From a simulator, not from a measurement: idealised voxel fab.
process module | voxel transistor to metal
cross-section cut | 285 nm wide | cells 5 nm
A cross-section is a grid of square cells, given in bands from the top down. A band is one or more rows of cells.
Each band's line starts with the height of the band's top and of its bottom, in nm. Then come its materials from left to right, each with its width in nm. One material with "throughout" fills the band from edge to edge. "air" is empty space.
Height 0 is the level under which the wafer as received is all one material. The lowest band goes on downwards, as in "0 down".
A width such as "30 to 40" changes by the same amount from each row of cells to the next, from the band's top row to its bottom row.
"no change" after a step means that no cell of the cross-section changed.
closed voids: empty space of 8 cells or more with no open way to the top, each as width x height at its distance from the left edge, in nm
after a step's settings: what the simulator itself notes on the step
overlay nm, on a step with a mask: how far to the right of its planned place the mask lay; to the left if negative
plan
1 op RECEIVE | material Si
2 op CONFORMAL_DEP | material SiO2 | thk nm 5
3 op CONFORMAL_DEP | material SiN | thk nm 10
4 op PATTERN | tone cover | mask id ACTIVE | material resist | width nm 115 | pitch nm 135 | thk nm 20 | overlay nm 0
5 op DIRECTIONAL_ETCH | etch materials SiN | depth nm 10
6 op DIRECTIONAL_ETCH | etch materials SiO2 | depth nm 5
7 op DIRECTIONAL_ETCH | etch materials Si | depth nm 20
8 op STRIP | etch materials resist
9 op FILL_DEP | material SiO2 | thk nm 5
10 op CMP | height nm 15
11 op SELECTIVE_ETCH | etch materials SiO2 | depth nm 10
12 op STRIP | etch materials SiN
13 op SELECTIVE_ETCH | etch materials SiO2 | depth nm 5
14 op OXIDIZE | depth nm 5
15 op DIRECTIONAL_DEP | material polySi | thk nm 30
16 op DIRECTIONAL_DEP | material SiCN | thk nm 15
17 op PATTERN | tone cover | mask id GATE | material resist | width nm 25 | pitch nm 135 | thk nm 20 | overlay nm 0
18 op DIRECTIONAL_ETCH | etch materials SiCN | depth nm 25
19 op DIRECTIONAL_ETCH | etch materials polySi | depth nm 40
20 op STRIP | etch materials resist
21 op CONFORMAL_DEP | material SiO2 | thk nm 5
22 op DIRECTIONAL_ETCH | etch materials SiO2 | depth nm 5
23 op CONFORMAL_DEP | material SiN | thk nm 5
24 op DIRECTIONAL_ETCH | etch materials SiN | depth nm 5
25 op DIRECTIONAL_ETCH | etch materials SiO2 | depth nm 5
26 op DIRECTIONAL_ETCH | etch materials Si | depth nm 10
27 op EPI | material pSi | thk nm 15
28 op FILL_DEP | material SiO2 | thk nm 5
29 op CMP | height nm 45
30 op DIRECTIONAL_DEP | material SiO2 | thk nm 10
31 op PATTERN | tone open | mask id CONTACT | material resist | width nm 15 | thk nm 15 | overlay nm 0
32 op DIRECTIONAL_ETCH | etch materials SiO2 | depth nm 55
33 op STRIP | etch materials resist
34 op CONFORMAL_DEP | material TiN | thk nm 5
35 op FILL_DEP | material W | thk nm 10
36 op CMP | height nm 55
37 op CONFORMAL_DEP | material SiCN | thk nm 5
38 op DIRECTIONAL_DEP | material SiO2 | thk nm 20
39 op DIRECTIONAL_DEP | material aC | thk nm 10
40 op PATTERN | tone open | mask id METAL_1 | material resist | width nm 15 | thk nm 30 | overlay nm 0
41 op DIRECTIONAL_ETCH | etch materials aC | depth nm 10
42 op STRIP | etch materials resist
43 op DIRECTIONAL_ETCH | etch materials SiO2 | depth nm 20
44 op DIRECTIONAL_ETCH | etch materials SiCN | depth nm 5
45 op STRIP | etch materials aC
46 op CONFORMAL_DEP | material TiN | thk nm 5
47 op FILL_DEP | material Cu | thk nm 5
48 op CMP | height nm 80
49 op CONFORMAL_DEP | material SiCN | thk nm 5
50 op DIRECTIONAL_DEP | material lowk | thk nm 35
51 op PATTERN | tone open | mask id METAL_2 | material resist | width nm 15 | pitch nm 135 | thk nm 15 | overlay nm 0
52 op DIRECTIONAL_ETCH | etch materials lowk | depth nm 20
53 op STRIP | etch materials resist
54 op MASKED_ETCH | tone open | mask id METAL_2_HOLES | width nm 15 | pitch nm 135 | etch materials lowk | depth nm 15 | overlay nm 0
55 op MASKED_ETCH | tone open | mask id METAL_2_HOLES | width nm 15 | pitch nm 135 | etch materials SiCN | depth nm 5 | overlay nm 0
56 op CONFORMAL_DEP | material TiN | thk nm 5
57 op FILL_DEP | material Ru | thk nm 5
58 op CMP | height nm 120
59 op CONFORMAL_DEP | material SiN | thk nm 5
as received, after step 1
  0 down: Si throughout
  closed voids: none
a wafer at the end: this start, this plan, one mistake
  125 to 120: SiN throughout
  120 to 85: lowk 25 | TiN 5 | Ru 5 | TiN 5 | lowk 120 | TiN 5 | Ru 5 | TiN 5 | lowk 110
  85 to 80: SiCN 25 | TiN 15 | SiCN 120 | TiN 15 | SiCN 110
  80 to 60: SiO2 25 | TiN 5 | Cu 5 | TiN 5 | SiO2 65 | TiN 5 | Cu 5 | TiN 5 | SiO2 40 | TiN 5 | Cu 5 | TiN 5 | SiO2 65 | TiN 5 | Cu 5 | TiN 5 | SiO2 30
  60 to 55: SiCN 25 | TiN 15 | SiCN 65 | TiN 15 | SiCN 40 | TiN 15 | SiCN 65 | TiN 15 | SiCN 30
  55 to 50: SiO2 25 | TiN 5 | W 5 | TiN 5 | SiO2 65 | TiN 5 | W 5 | TiN 5 | SiO2 40 | TiN 5 | W 5 | TiN 5 | SiO2 65 | TiN 5 | W 5 | TiN 5 | SiO2 30
  50 to 45: SiO2 25 | TiN 15 | SiO2 65 | TiN 15 | SiO2 40 | TiN 15 | SiO2 65 | TiN 15 | SiO2 30
  45 to 30: SiCN 60 | SiO2 5 | SiN 5 | SiO2 5 | SiN 5 | SiO2 5 | SiCN 110 | SiO2 5 | SiN 5 | SiO2 5 | SiN 5 | SiO2 5 | SiCN 65
  30 to 10: polySi 60 | SiO2 5 | SiN 5 | SiO2 5 | SiN 5 | SiO2 5 | polySi 110 | SiO2 5 | SiN 5 | SiO2 5 | SiN 5 | SiO2 5 | polySi 65
  10 to 0: polySi 60 | SiO2 5 | SiN 5 | pSi 5 | SiN 5 | SiO2 5 | polySi 110 | SiO2 5 | SiN 5 | pSi 5 | SiN 5 | SiO2 5 | polySi 65
  0 to -5: SiO2 70 | pSi 5 | SiO2 130 | pSi 5 | SiO2 75
  -5 to -15: SiO2 15 | Si 55 | pSi 5 | Si 55 | SiO2 20 | Si 55 | pSi 5 | Si 55 | SiO2 20
  -15 to -20: SiO2 15 | Si 115 | SiO2 20 | Si 115 | SiO2 20
  -20 down: Si throughout
  closed voids: none
what went wrong: step 17 ran as: op PATTERN | tone open | mask id GATE | material resist | width nm 25 | pitch nm 135 | thk nm 20 | overlay nm 0
